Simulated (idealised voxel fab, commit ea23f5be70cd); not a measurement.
A process module follows: voxel capacitor over wiring.
Section cut is 250 nm wide and gridded with 5 nm square cells.
Just so we're on the same page, the cross-sections are grids of square cells, and they're listed out in bands top to bottom, each band one or more rows deep. Read a band's entry like this: the first values are the height of its top and the height of its bottom in nm, and what follows is the sequence of materials from left to right, each with its width in nm. Note that "empty" is empty space, and that a single material marked "all across" reaches across the band from edge to edge. Height 0 is the level under which the wafer as received is all one material. The lowest band goes on downwards, as in "0 nm and below". The two numbers in a width such as "30 to 40" mark its ends across the band: the first belongs to the top row of cells, the second to the bottom row, and from each row to the next the width moves by the same amount. Any step labelled "no change" changed none of the cells in the cross-section. "Sealed void inventory": sealed empty spaces, 8 cells or more, no open way to top, listed width x height at distance, with distance from the left edge and width, height and distance in nm. What comes after the settings on a step's line is commentary from the simulator itself on that step. "overlay nm", when on a step's line for a step with a mask, measures how far to the right of its planned place the mask lay; a negative measure means to the left.

### Planned process steps
- 1: RECEIVE,material Si
- 2: CONFORMAL_DEP,material SiO2,thk nm 15
- 3: CONFORMAL_DEP,material SiN,thk nm 5
- 4: DIRECTIONAL_DEP,material SiO2,thk nm 15
- 5: PATTERN,tone open,mask id METAL_1,material resist,width nm 25,pitch nm 95,thk nm 15,overlay nm 0
- 6: DIRECTIONAL_ETCH,etch materials SiO2,depth nm 15
- 7: DIRECTIONAL_ETCH,etch materials SiN,depth nm 5
- 8: STRIP,etch materials resist
- 9: CONFORMAL_DEP,material TiN,thk nm 5
- 10: FILL_DEP,material W,thk nm 10
- 11: CMP,height nm 35
- 12: EPI,material Ru,thk nm 5
- 13: FILL_DEP,material SiCN,thk nm 5
- 14: DIRECTIONAL_DEP,material SiO2,thk nm 20
- 15: MASKED_ETCH,tone open,mask id PLUG_1,width nm 15,etch materials SiO2,depth nm 20,overlay nm 0
- 16: MASKED_ETCH,tone open,mask id PLUG_1,width nm 15,etch materials SiCN,depth nm 5,overlay nm 0
- 17: CONFORMAL_DEP,material TiN,thk nm 5
- 18: FILL_DEP,material Cu,thk nm 5
- 19: CMP,height nm 65
- 20: DIRECTIONAL_DEP,material TiN,thk nm 10
- 21: DIRECTIONAL_DEP,material HfO2,thk nm 5
- 22: DIRECTIONAL_DEP,material TiN,thk nm 10
- 23: DIRECTIONAL_DEP,material aC,thk nm 10
- 24: PATTERN,tone cover,mask id UPPER_PLATE,material resist,width nm 75,thk nm 25,overlay nm 0
- 25: DIRECTIONAL_ETCH,etch materials aC,depth nm 10
- 26: STRIP,etch materials resist
- 27: DIRECTIONAL_ETCH,etch materials TiN,depth nm 10
- 28: DIRECTIONAL_ETCH,etch materials HfO2,depth nm 5
- 29: STRIP,etch materials aC
- 30: DIRECTIONAL_DEP,material aC,thk nm 10
- 31: PATTERN,tone cover,mask id LOWER_PLATE,material resist,width nm 85,thk nm 30,overlay nm 0
- 32: DIRECTIONAL_ETCH,etch materials aC,depth nm 10
- 33: STRIP,etch materials resist
- 34: DIRECTIONAL_ETCH,etch materials TiN,depth nm 10
- 35: STRIP,etch materials aC
- 36: FILL_DEP,material SiO2,thk nm 15
- 37: CMP,height nm 100
- 38: DIRECTIONAL_DEP,material aC,thk nm 10
- 39: PATTERN,tone open,mask id PLUG_2,material resist,width nm 15,thk nm 30,overlay nm 0
- 40: DIRECTIONAL_ETCH,etch materials aC,depth nm 10
- 41: STRIP,etch materials resist
- 42: DIRECTIONAL_ETCH,etch materials SiO2,depth nm 10
- 43: STRIP,etch materials aC
- 44: CONFORMAL_DEP,material TiN,thk nm 5
- 45: FILL_DEP,material Ru,thk nm 5
- 46: CMP,height nm 100
- 47: CONFORMAL_DEP,material SiN,thk nm 5

### Cross-section of the incoming wafer, state after step 1
> 0 nm and below | Si all across
> Sealed void inventory: none

### Cross-sectional view of the first of the two wafers upon completion of the module, processed in accordance with the plan
> 105 nm to 100 nm | SiN all across
> 100 nm to 95 nm | 85 of SiO2 | 5 of TiN | 5 of Ru | 5 of TiN | 150 of SiO2
> 95 nm to 90 nm | 85 of SiO2 | 15 of TiN | 150 of SiO2
> 90 nm to 80 nm | 75 of SiO2 | 75 of TiN | 100 of SiO2
> 80 nm to 75 nm | 75 of SiO2 | 75 of HfO2 | 100 of SiO2
> 75 nm to 65 nm | 70 of SiO2 | 85 of TiN | 95 of SiO2
> 65 nm to 45 nm | 75 of SiO2 | 5 of TiN | 5 of Cu | 5 of TiN | 160 of SiO2
> 45 nm to 40 nm | 75 of SiCN | 15 of TiN | 160 of SiCN
> 40 nm to 35 nm | 60 of SiCN | 35 of Ru | 60 of SiCN | 35 of Ru | 60 of SiCN
> 35 nm to 20 nm | 65 of SiO2 | 5 of TiN | 15 of W | 5 of TiN | 70 of SiO2 | 5 of TiN | 15 of W | 5 of TiN | 65 of SiO2
> 20 nm to 15 nm | 65 of SiN | 25 of TiN | 70 of SiN | 25 of TiN | 65 of SiN
> 15 nm to 0 nm | SiO2 all across
> 0 nm and below | Si all across
> Sealed void inventory: none

### Cross-sectional image of the second wafer of the two following completion of the module. Starting state and process plan were the same as for the first wafer; one execution error occurred
> 105 nm to 100 nm | SiN all across
> 100 nm to 95 nm | 85 of SiO2 | 5 of TiN | 5 of Ru | 5 of TiN | 150 of SiO2
> 95 nm to 90 nm | 85 of SiO2 | 15 of TiN | 150 of SiO2
> 90 nm to 80 nm | 75 of SiO2 | 75 of TiN | 100 of SiO2
> 80 nm to 75 nm | 75 of SiO2 | 75 of HfO2 | 100 of SiO2
> 75 nm to 65 nm | 70 of SiO2 | 85 of TiN | 95 of SiO2
> 65 nm to 50 nm | 85 of SiO2 | 5 of TiN | 5 of Cu | 5 of TiN | 150 of SiO2
> 50 nm to 45 nm | 85 of SiO2 | 15 of TiN | 150 of SiO2
> 45 nm to 40 nm | 85 of SiCN | 5 of TiN | 160 of SiCN
> 40 nm to 35 nm | 60 of SiCN | 35 of Ru | 60 of SiCN | 35 of Ru | 60 of SiCN
> 35 nm to 20 nm | 65 of SiO2 | 5 of TiN | 15 of W | 5 of TiN | 70 of SiO2 | 5 of TiN | 15 of W | 5 of TiN | 65 of SiO2
> 20 nm to 15 nm | 65 of SiN | 25 of TiN | 70 of SiN | 25 of TiN | 65 of SiN
> 15 nm to 0 nm | SiO2 all across
> 0 nm and below | Si all across
> Sealed void inventory: none
What was the processing mistake? so step 15 ended up running with a different setting than we planned, it ran as MASKED_ETCH,tone open,mask id PLUG_1,width nm 15,etch materials SiO2,depth nm 20,overlay nm 10
FYI, end of process, the second wafer has more or fewer cells of some materials than the first: -1 Cu, +2 SiCN, -1 TiN
